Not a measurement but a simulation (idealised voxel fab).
Process module under the name voxel fin reveal
Displayed cross-section: cut, width of 155 nm, square cells sized 5 nm.
This document writes a cross-section as a grid whose cells are square, and gives it as bands, listed from the top down; one or more rows of cells form a band. Heights first: top, then bottom, in nm. Then materials, left to right, each with a width in nm. "full width" on a single material: fills the band edge to edge. "empty": empty space. We count height from 0. Below that, the starting wafer is all one material. The lowest band never ends at the bottom but goes on down; see "0 nm and below" for how that is written. Per-row width for "30 to 40": begins at first number (top row of band), ends at second number (bottom row), increment between rows held constant. Step note "stayed the same" = no cross-section cell changed. The entry "Closed voids list" lists the empty spaces that cover at least 8 cells and have no open path to the top. Each is written as width x height at distance, where the distance is measured from the left edge and all three values are in nm. Formally, on a step line, whatever follows the settings is a remark that the simulator itself makes on the step. overlay nm: mask right of planned place by this much (step with mask). Neg. = left.

# plan
1: RECEIVE | material Si
2: CONFORMAL_DEP | material SiN | thk nm 10
3: DIRECTIONAL_DEP | material aC | thk nm 15
4: PATTERN | tone cover | mask id FINS | material resist | width nm 15 | pitch nm 40 | thk nm 30 | overlay nm -15
5: DIRECTIONAL_ETCH | etch materials aC | depth nm 15
6: STRIP | etch materials resist
7: DIRECTIONAL_ETCH | etch materials SiN | depth nm 10
8: DIRECTIONAL_ETCH | etch materials Si | depth nm 30
9: STRIP | etch materials aC
10: FILL_DEP | material SiO2 | thk nm 15
11: CMP | height nm 10
12: SELECTIVE_ETCH | etch materials SiO2 | depth nm 30
13: STRIP | etch materials SiN
14: CONFORMAL_DEP | material HfO2 | thk nm 5
Be aware that, although all wafers share a common starting state, the overlay nm at step 4 differs among them, and the plan displays the first wafer's value.

# first wafer as received, after step 1
> 0 nm and below | Si full width
> Closed voids list: none

# Rows = wafers. At module end, each row lists per material the cells gained (+) or lost (-) since the wafer was received, then the closed voids
overlay nm -15, +47 HfO2, -150 Si, +50 SiO2, Closed voids list: none
overlay nm -10, +47 HfO2, -150 Si, +50 SiO2, Closed voids list: none
overlay nm -5, +47 HfO2, -150 Si, +50 SiO2, Closed voids list: none
overlay nm 0, +47 HfO2, -150 Si, +50 SiO2, Closed voids list: none
overlay nm 5, +47 HfO2, -150 Si, +50 SiO2, Closed voids list: none
overlay nm 10, +47 HfO2, -150 Si, +50 SiO2, Closed voids list: none
overlay nm 15, +47 HfO2, -150 Si, +50 SiO2, Closed voids list: none
